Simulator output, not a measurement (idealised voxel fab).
The document below concerns the process module designated voxel self aligned vias.
Shown is cross-section cut, with a width of 145 nm and square cells of size 5 nm.
Cross-section, as written here: a square-cell grid given band by band from the top down, where a band holds one or more rows of cells. Top, bottom (nm), then materials left to right with widths (nm); lone material tagged "edge to edge" fills the whole band edge to edge; "air" = empty space. Note: height 0 marks the level under which the wafer is uniformly one material as received. Lowest band unbounded below, written "0 and below". Think of "30->40" as a width that walks from the first number to the second as you go down the band, top row to bottom row, taking equal-sized steps from row to row. The designation "nothing was modified", where it is given for a processing step, indicates that no cell of the cross-section was altered in the course of that step. Empty spaces without an open route to the top, at least 8 cells in extent, make up the entry "Sealed internal cavities"; each is given as width x height at distance, where the distance is measured from the left edge, and all are in nm. Post-settings text on a step line: simulator's own remark regarding the step. The line of a step may include "overlay nm". On a step with a mask, this value is how far to the right of its planned place the mask lay. A negative value means the mask lay to the left.

Process steps foreseen in the plan
step 1: RECEIVE,material Si
step 2: CONFORMAL_DEP,material SiO2,thk nm 15
step 3: CONFORMAL_DEP,material SiCN,thk nm 5
step 4: DIRECTIONAL_DEP,material SiO2,thk nm 25
step 5: DIRECTIONAL_DEP,material aC,thk nm 15
step 6: PATTERN,tone open,mask id LINES,material resist,width nm 30,pitch nm 60,thk nm 35,overlay nm 0
step 7: DIRECTIONAL_ETCH,etch materials aC,depth nm 15
step 8: STRIP,etch materials resist
step 9: DIRECTIONAL_ETCH,etch materials SiO2,depth nm 25
step 10: STRIP,etch materials aC
step 11: CONFORMAL_DEP,material TiN,thk nm 5
step 12: FILL_DEP,material Ru,thk nm 5
step 13: CMP,height nm 45
step 14: SELECTIVE_ETCH,etch materials W Ru TiN,depth nm 5
step 15: FILL_DEP,material SiN,thk nm 5
step 16: CMP,height nm 45
step 17: DIRECTIONAL_DEP,material SiO2,thk nm 15
step 18: MASKED_ETCH,tone open,mask id VIAS,width nm 40,etch materials SiO2,depth nm 15,overlay nm 0
step 19: MASKED_ETCH,tone open,mask id VIAS,width nm 40,etch materials SiN,depth nm 5,overlay nm 0
step 20: CONFORMAL_DEP,material TiN,thk nm 5
step 21: FILL_DEP,material Cu,thk nm 5
step 22: CMP,height nm 60
step 23: CONFORMAL_DEP,material SiN,thk nm 5

As-received wafer cross-section (after step 1)
0 and below: Si edge to edge
Sealed internal cavities: none

Starting wafer: above. Plan: above. Run: one mistake. Cross-section after the module: below
65 down to 60: SiN edge to edge
60 down to 50: SiO2=25 / TiN=5 / Cu=30 / TiN=5 / SiO2=80
50 down to 45: SiO2=25 / TiN=5 / Cu=20 / TiN=15 / SiO2=80
45 down to 40: SiO2=25 / TiN=30 / SiO2=30 / SiN=30 / SiO2=30
40 down to 25: SiO2=25 / TiN=5 / Ru=20 / TiN=5 / SiO2=30 / TiN=5 / Ru=20 / TiN=5 / SiO2=30
25 down to 20: SiO2=25 / TiN=30 / SiO2=30 / TiN=30 / SiO2=30
20 down to 15: SiCN edge to edge
15 down to 0: SiO2 edge to edge
0 and below: Si edge to edge
Sealed internal cavities: none
Misprocessing identified: off-plan run, step 18, actual operation and settings MASKED_ETCH,tone open,mask id VIAS,width nm 40,etch materials SiO2,depth nm 15,overlay nm 5
